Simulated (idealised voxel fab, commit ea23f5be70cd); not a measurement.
process module | voxel ribs on slabs
cross-section cut | 175 nm wide | cells 5 nm
A cross-section is a grid of square cells, given in bands from the top down. A band is one or more rows of cells.
Each band's line starts with the height of the band's top and of its bottom, in nm. Then come its materials from left to right, each with its width in nm. One material with "throughout" fills the band from edge to edge. "air" is empty space.
Height 0 is the level under which the wafer as received is all one material. The lowest band goes on downwards, as in "0 down".
A width such as "30 to 40" changes by the same amount from each row of cells to the next, from the band's top row to its bottom row.
"no change" after a step means that no cell of the cross-section changed.
closed voids: empty space of 8 cells or more with no open way to the top, each as width x height at its distance from the left edge, in nm
after a step's settings: what the simulator itself notes on the step
overlay nm, on a step with a mask: how far to the right of its planned place the mask lay; to the left if negative
Each pair below shows a cross-section before one step and the cross-section after it, down to the lowest band that changed. The line under each pair gives the step between them, with its settings. The pairs can come from different runs of this module on the same starting wafer, so a pair continues from the pair above only where its "before" says so.
before
  0 down: Si throughout
  closed voids: none
after
  25 to 0: SiO2 throughout
  below 0: unchanged
  closed voids: none
the step between: op DIRECTIONAL_DEP | material SiO2 | thk nm 25
before: the cross-section after the pair above
after
  40 to 25: SiN throughout
  below 25: unchanged
  closed voids: none
the step between: op DIRECTIONAL_DEP | material SiN | thk nm 15
before: the cross-section after the pair above
after
  40 to 30: air 70 | SiN 30 | air 75
  below 30: unchanged
  closed voids: none
the step between: op MASKED_ETCH | tone cover | mask id RIB | width nm 30 | etch materials SiN | depth nm 10 | overlay nm 0
before: the cross-section after the pair above
after
  50 to 40: air 70 | aC 30 | air 75
  40 to 30: aC 70 | SiN 30 | aC 75
  below 30: unchanged
  closed voids: none
the step between: op DIRECTIONAL_DEP | material aC | thk nm 10
before: the cross-section after the pair above
after
  80 to 50: air 55 | resist 60 | air 60
  50 to 40: air 55 | resist 15 | aC 30 | resist 15 | air 60
  below 40: unchanged
  closed voids: none
the step between: op PATTERN | tone cover | mask id SLAB | material resist | width nm 60 | thk nm 30 | overlay nm 0
before: the cross-section after the pair above
after
  70 to 50: air 55 | resist 60 | air 60
  50 to 40: air 55 | resist 15 | aC 30 | resist 15 | air 60
  40 to 30: air 55 | aC 15 | SiN 30 | aC 15 | air 60
  below 30: unchanged
  closed voids: none
the step between: op DIRECTIONAL_ETCH | etch materials aC | depth nm 10
before: the cross-section after the pair above
after
  50 to 40: air 70 | aC 30 | air 75
  below 40: unchanged
  closed voids: none
the step between: op STRIP | etch materials resist
before: the cross-section after the pair above
after
  50 to 40: air 70 | aC 30 | air 75
  40 to 30: air 55 | aC 15 | SiN 30 | aC 15 | air 60
  30 to 25: air 55 | SiN 60 | air 60
  below 25: unchanged
  closed voids: none
the step between: op DIRECTIONAL_ETCH | etch materials SiN | depth nm 5
before: the cross-section after the pair above
after
  40 to 30: air 70 | SiN 30 | air 75
  below 30: unchanged
  closed voids: none
the step between: op STRIP | etch materials aC
before: the cross-section after the pair above
after
  60 to 40: SiO2 throughout
  40 to 30: SiO2 70 | SiN 30 | SiO2 75
  30 to 25: SiO2 55 | SiN 60 | SiO2 60
  below 25: unchanged
  closed voids: none
the step between: op FILL_DEP | material SiO2 | thk nm 20
before: the cross-section after the pair above
after
  55 to 40: SiO2 throughout
  below 40: unchanged
  closed voids: none
the step between: op CMP | height nm 55
before: the cross-section after the pair above
after
  65 to 55: TiN throughout
  below 55: unchanged
  closed voids: none
the step between: op DIRECTIONAL_DEP | material TiN | thk nm 10
before: the cross-section after the pair above
after
  65 to 55: air 65 | TiN 40 | air 70
  below 55: unchanged
  closed voids: none
the step between: op MASKED_ETCH | tone cover | mask id HEATER | width nm 40 | etch materials TiN | depth nm 10 | overlay nm 0
before: the cross-section after the pair above
after
  75 to 65: air 55 | SiN 60 | air 60
  65 to 55: SiN 65 | TiN 40 | SiN 70
  below 55: unchanged
  closed voids: none
the step between: op CONFORMAL_DEP | material SiN | thk nm 10
before
  40 to 25: SiN throughout
  25 to 0: SiO2 throughout
  0 down: Si throughout
  closed voids: none
after
  55 to 25: SiN throughout
  below 25: unchanged
  closed voids: none
the step between: op DIRECTIONAL_DEP | material SiN | thk nm 15
before: the cross-section after the pair above
after
  55 to 45: air 70 | SiN 30 | air 75
  below 45: unchanged
  closed voids: none
the step between: op MASKED_ETCH | tone cover | mask id RIB | width nm 30 | etch materials SiN | depth nm 10 | overlay nm 0
before: the cross-section after the pair above
after
  65 to 55: air 70 | aC 30 | air 75
  55 to 45: aC 70 | SiN 30 | aC 75
  below 45: unchanged
  closed voids: none
the step between: op DIRECTIONAL_DEP | material aC | thk nm 10
before: the cross-section after the pair above
after
  95 to 65: air 55 | resist 60 | air 60
  65 to 55: air 55 | resist 15 | aC 30 | resist 15 | air 60
  below 55: unchanged
  closed voids: none
the step between: op PATTERN | tone cover | mask id SLAB | material resist | width nm 60 | thk nm 30 | overlay nm 0
before: the cross-section after the pair above
after
  85 to 65: air 55 | resist 60 | air 60
  65 to 55: air 55 | resist 15 | aC 30 | resist 15 | air 60
  55 to 45: air 55 | aC 15 | SiN 30 | aC 15 | air 60
  below 45: unchanged
  closed voids: none
the step between: op DIRECTIONAL_ETCH | etch materials aC | depth nm 10
before: the cross-section after the pair above
after
  65 to 55: air 70 | aC 30 | air 75
  below 55: unchanged
  closed voids: none
the step between: op STRIP | etch materials resist
before: the cross-section after the pair above
after
  65 to 55: air 70 | aC 30 | air 75
  55 to 45: air 55 | aC 15 | SiN 30 | aC 15 | air 60
  45 to 40: air 55 | SiN 60 | air 60
  below 40: unchanged
  closed voids: none
the step between: op DIRECTIONAL_ETCH | etch materials SiN | depth nm 5
before: the cross-section after the pair above
after
  55 to 45: air 70 | SiN 30 | air 75
  below 45: unchanged
  closed voids: none
the step between: op STRIP | etch materials aC
before: the cross-section after the pair above
after
  75 to 55: SiO2 throughout
  55 to 45: SiO2 70 | SiN 30 | SiO2 75
  45 to 40: SiO2 55 | SiN 60 | SiO2 60
  below 40: unchanged
  closed voids: none
the step between: op FILL_DEP | material SiO2 | thk nm 20
before: the cross-section after the pair above
after
  55 to 45: SiO2 70 | SiN 30 | SiO2 75
  below 45: unchanged
  closed voids: none
the step between: op CMP | height nm 55
before: the cross-section after the pair above
after
  65 to 55: TiN throughout
  below 55: unchanged
  closed voids: none
the step between: op DIRECTIONAL_DEP | material TiN | thk nm 10
before: the cross-section after the pair above
after
  65 to 55: air 65 | TiN 40 | air 70
  below 55: unchanged
  closed voids: none
the step between: op MASKED_ETCH | tone cover | mask id HEATER | width nm 40 | etch materials TiN | depth nm 10 | overlay nm 0
before: the cross-section after the pair above
after
  75 to 65: air 55 | SiN 60 | air 60
  65 to 55: SiN 65 | TiN 40 | SiN 70
  below 55: unchanged
  closed voids: none
the step between: op CONFORMAL_DEP | material SiN | thk nm 10
before
  0 down: Si throughout
  closed voids: none
after
  15 to 0: SiN throughout
  below 0: unchanged
  closed voids: none
the step between: op DIRECTIONAL_DEP | material SiN | thk nm 15
before: the cross-section after the pair above
after
  40 to 15: SiO2 throughout
  below 15: unchanged
  closed voids: none
the step between: op DIRECTIONAL_DEP | material SiO2 | thk nm 25
before: the cross-section after the pair above
after
  50 to 40: aC throughout
  below 40: unchanged
  closed voids: none
the step between: op DIRECTIONAL_DEP | material aC | thk nm 10
before: the cross-section after the pair above
after
  80 to 50: air 55 | resist 60 | air 60
  below 50: unchanged
  closed voids: none
the step between: op PATTERN | tone cover | mask id SLAB | material resist | width nm 60 | thk nm 30 | overlay nm 0
before: the cross-section after the pair above
after
  70 to 50: air 55 | resist 60 | air 60
  50 to 40: air 55 | aC 60 | air 60
  below 40: unchanged
  closed voids: none
the step between: op DIRECTIONAL_ETCH | etch materials aC | depth nm 10
before: the cross-section after the pair above
after
  50 to 40: air 55 | aC 60 | air 60
  below 40: unchanged
  closed voids: none
the step between: op STRIP | etch materials resist
before: the cross-section after the pair above
after
  40 to 15: SiO2 throughout
  below 15: unchanged
  closed voids: none
the step between: op STRIP | etch materials aC
before: the cross-section after the pair above
after
  60 to 15: SiO2 throughout
  below 15: unchanged
  closed voids: none
the step between: op FILL_DEP | material SiO2 | thk nm 20
before: the cross-section after the pair above
after
  55 to 15: SiO2 throughout
  below 15: unchanged
  closed voids: none
the step between: op CMP | height nm 55
before: the cross-section after the pair above
after
  65 to 55: TiN throughout
  below 55: unchanged
  closed voids: none
the step between: op DIRECTIONAL_DEP | material TiN | thk nm 10
before: the cross-section after the pair above
after
  65 to 55: air 65 | TiN 40 | air 70
  below 55: unchanged
  closed voids: none
the step between: op MASKED_ETCH | tone cover | mask id HEATER | width nm 40 | etch materials TiN | depth nm 10 | overlay nm 0
before: the cross-section after the pair above
after
  75 to 65: air 55 | SiN 60 | air 60
  65 to 55: SiN 65 | TiN 40 | SiN 70
  below 55: unchanged
  closed voids: none
the step between: op CONFORMAL_DEP | material SiN | thk nm 10
before
  25 to 0: SiO2 throughout
  0 down: Si throughout
  closed voids: none
after
  50 to 25: SiN throughout
  below 25: unchanged
  closed voids: none
the step between: op DIRECTIONAL_DEP | material SiN | thk nm 25
before: the cross-section after the pair above
after
  50 to 40: air 70 | SiN 30 | air 75
  below 40: unchanged
  closed voids: none
the step between: op MASKED_ETCH | tone cover | mask id RIB | width nm 30 | etch materials SiN | depth nm 10 | overlay nm 0
before: the cross-section after the pair above
after
  60 to 50: air 70 | aC 30 | air 75
  50 to 40: aC 70 | SiN 30 | aC 75
  below 40: unchanged
  closed voids: none
the step between: op DIRECTIONAL_DEP | material aC | thk nm 10
before: the cross-section after the pair above
after
  90 to 60: air 55 | resist 60 | air 60
  60 to 50: air 55 | resist 15 | aC 30 | resist 15 | air 60
  below 50: unchanged
  closed voids: none
the step between: op PATTERN | tone cover | mask id SLAB | material resist | width nm 60 | thk nm 30 | overlay nm 0
before: the cross-section after the pair above
after
  80 to 60: air 55 | resist 60 | air 60
  60 to 50: air 55 | resist 15 | aC 30 | resist 15 | air 60
  50 to 40: air 55 | aC 15 | SiN 30 | aC 15 | air 60
  below 40: unchanged
  closed voids: none
the step between: op DIRECTIONAL_ETCH | etch materials aC | depth nm 10
before: the cross-section after the pair above
after
  60 to 50: air 70 | aC 30 | air 75
  below 50: unchanged
  closed voids: none
the step between: op STRIP | etch materials resist
before: the cross-section after the pair above
after
  60 to 50: air 70 | aC 30 | air 75
  50 to 40: air 55 | aC 15 | SiN 30 | aC 15 | air 60
  40 to 35: air 55 | SiN 60 | air 60
  below 35: unchanged
  closed voids: none
the step between: op DIRECTIONAL_ETCH | etch materials SiN | depth nm 5
before: the cross-section after the pair above
after
  50 to 40: air 70 | SiN 30 | air 75
  below 40: unchanged
  closed voids: none
the step between: op STRIP | etch materials aC
before: the cross-section after the pair above
after
  70 to 50: SiO2 throughout
  50 to 40: SiO2 70 | SiN 30 | SiO2 75
  40 to 35: SiO2 55 | SiN 60 | SiO2 60
  below 35: unchanged
  closed voids: none
the step between: op FILL_DEP | material SiO2 | thk nm 20
before: the cross-section after the pair above
after
  55 to 50: SiO2 throughout
  below 50: unchanged
  closed voids: none
the step between: op CMP | height nm 55
before: the cross-section after the pair above
after
  65 to 55: TiN throughout
  below 55: unchanged
  closed voids: none
the step between: op DIRECTIONAL_DEP | material TiN | thk nm 10
before: the cross-section after the pair above
after
  65 to 55: air 65 | TiN 40 | air 70
  below 55: unchanged
  closed voids: none
the step between: op MASKED_ETCH | tone cover | mask id HEATER | width nm 40 | etch materials TiN | depth nm 10 | overlay nm 0
before: the cross-section after the pair above
after
  75 to 65: air 55 | SiN 60 | air 60
  65 to 55: SiN 65 | TiN 40 | SiN 70
  below 55: unchanged
  closed voids: none
the step between: op CONFORMAL_DEP | material SiN | thk nm 10
before
  40 to 25: SiN throughout
  25 to 0: SiO2 throughout
  0 down: Si throughout
  closed voids: none
after
  40 to 30: air 65 | SiN 40 | air 70
  below 30: unchanged
  closed voids: none
the step between: op MASKED_ETCH | tone cover | mask id RIB | width nm 40 | etch materials SiN | depth nm 10 | overlay nm 0
before: the cross-section after the pair above
after
  50 to 40: air 65 | aC 40 | air 70
  40 to 30: aC 65 | SiN 40 | aC 70
  below 30: unchanged
  closed voids: none
the step between: op DIRECTIONAL_DEP | material aC | thk nm 10
before: the cross-section after the pair above
after
  80 to 50: air 55 | resist 60 | air 60
  50 to 40: air 55 | resist 10 | aC 40 | resist 10 | air 60
  below 40: unchanged
  closed voids: none
the step between: op PATTERN | tone cover | mask id SLAB | material resist | width nm 60 | thk nm 30 | overlay nm 0
before: the cross-section after the pair above
after
  70 to 50: air 55 | resist 60 | air 60
  50 to 40: air 55 | resist 10 | aC 40 | resist 10 | air 60
  40 to 30: air 55 | aC 10 | SiN 40 | aC 10 | air 60
  below 30: unchanged
  closed voids: none
the step between: op DIRECTIONAL_ETCH | etch materials aC | depth nm 10
before: the cross-section after the pair above
after
  50 to 40: air 65 | aC 40 | air 70
  below 40: unchanged
  closed voids: none
the step between: op STRIP | etch materials resist
before: the cross-section after the pair above
after
  50 to 40: air 65 | aC 40 | air 70
  40 to 30: air 55 | aC 10 | SiN 40 | aC 10 | air 60
  30 to 25: air 55 | SiN 60 | air 60
  below 25: unchanged
  closed voids: none
the step between: op DIRECTIONAL_ETCH | etch materials SiN | depth nm 5
before: the cross-section after the pair above
after
  40 to 30: air 65 | SiN 40 | air 70
  below 30: unchanged
  closed voids: none
the step between: op STRIP | etch materials aC
before: the cross-section after the pair above
after
  60 to 40: SiO2 throughout
  40 to 30: SiO2 65 | SiN 40 | SiO2 70
  30 to 25: SiO2 55 | SiN 60 | SiO2 60
  below 25: unchanged
  closed voids: none
the step between: op FILL_DEP | material SiO2 | thk nm 20
before: the cross-section after the pair above
after
  55 to 40: SiO2 throughout
  below 40: unchanged
  closed voids: none
the step between: op CMP | height nm 55
before: the cross-section after the pair above
after
  65 to 55: TiN throughout
  below 55: unchanged
  closed voids: none
the step between: op DIRECTIONAL_DEP | material TiN | thk nm 10
before: the cross-section after the pair above
after
  65 to 55: air 65 | TiN 40 | air 70
  below 55: unchanged
  closed voids: none
the step between: op MASKED_ETCH | tone cover | mask id HEATER | width nm 40 | etch materials TiN | depth nm 10 | overlay nm 0
before: the cross-section after the pair above
after
  75 to 65: air 55 | SiN 60 | air 60
  65 to 55: SiN 65 | TiN 40 | SiN 70
  below 55: unchanged
  closed voids: none
the step between: op CONFORMAL_DEP | material SiN | thk nm 10
before
  65 to 55: TiN throughout
  55 to 40: SiO2 throughout
  40 to 30: SiO2 70 | SiN 30 | SiO2 75
  30 to 25: SiO2 55 | SiN 60 | SiO2 60
  25 to 0: SiO2 throughout
  0 down: Si throughout
  closed voids: none
after
  65 to 55: air 70 | TiN 40 | air 65
  below 55: unchanged
  closed voids: none
the step between: op MASKED_ETCH | tone cover | mask id HEATER | width nm 40 | etch materials TiN | depth nm 10 | overlay nm 5
before: the cross-section after the pair above
after
  75 to 65: air 60 | SiN 60 | air 55
  65 to 55: SiN 70 | TiN 40 | SiN 65
  below 55: unchanged
  closed voids: none
the step between: op CONFORMAL_DEP | material SiN | thk nm 10
before
  25 to 0: SiO2 throughout
  0 down: Si throughout
  closed voids: none
after
  40 to 25: TiN throughout
  below 25: unchanged
  closed voids: none
the step between: op DIRECTIONAL_DEP | material TiN | thk nm 15
before: the cross-section after the pair above
after
  50 to 40: aC throughout
  below 40: unchanged
  closed voids: none
the step between: op DIRECTIONAL_DEP | material aC | thk nm 10
before: the cross-section after the pair above
after
  80 to 50: air 55 | resist 60 | air 60
  below 50: unchanged
  closed voids: none
the step between: op PATTERN | tone cover | mask id SLAB | material resist | width nm 60 | thk nm 30 | overlay nm 0
before: the cross-section after the pair above
after
  70 to 50: air 55 | resist 60 | air 60
  50 to 40: air 55 | aC 60 | air 60
  below 40: unchanged
  closed voids: none
the step between: op DIRECTIONAL_ETCH | etch materials aC | depth nm 10
before: the cross-section after the pair above
after
  50 to 40: air 55 | aC 60 | air 60
  below 40: unchanged
  closed voids: none
the step between: op STRIP | etch materials resist
before: the cross-section after the pair above
after
  40 to 25: TiN throughout
  below 25: unchanged
  closed voids: none
the step between: op STRIP | etch materials aC
before: the cross-section after the pair above
after
  60 to 40: SiO2 throughout
  below 40: unchanged
  closed voids: none
the step between: op FILL_DEP | material SiO2 | thk nm 20
before: the cross-section after the pair above
after
  55 to 40: SiO2 throughout
  below 40: unchanged
  closed voids: none
the step between: op CMP | height nm 55
before: the cross-section after the pair above
after
  65 to 55: TiN throughout
  below 55: unchanged
  closed voids: none
the step between: op DIRECTIONAL_DEP | material TiN | thk nm 10
before: the cross-section after the pair above
after
  65 to 55: air 65 | TiN 40 | air 70
  below 55: unchanged
  closed voids: none
the step between: op MASKED_ETCH | tone cover | mask id HEATER | width nm 40 | etch materials TiN | depth nm 10 | overlay nm 0
before: the cross-section after the pair above
after
  75 to 65: air 55 | SiN 60 | air 60
  65 to 55: SiN 65 | TiN 40 | SiN 70
  below 55: unchanged
  closed voids: none
the step between: op CONFORMAL_DEP | material SiN | thk nm 10
before
  65 to 55: TiN throughout
  55 to 40: SiO2 throughout
  40 to 30: SiO2 70 | SiN 30 | SiO2 75
  30 to 25: SiO2 55 | SiN 60 | SiO2 60
  25 to 0: SiO2 throughout
  0 down: Si throughout
  closed voids: none
after
  65 to 55: TiN 65 | air 40 | TiN 70
  below 55: unchanged
  closed voids: none
the step between: op MASKED_ETCH | tone open | mask id HEATER | width nm 40 | etch materials TiN | depth nm 10 | overlay nm 0
before: the cross-section after the pair above
after
  75 to 65: SiN 75 | air 20 | SiN 80
  65 to 55: TiN 65 | SiN 40 | TiN 70
  below 55: unchanged
  closed voids: none
the step between: op CONFORMAL_DEP | material SiN | thk nm 10
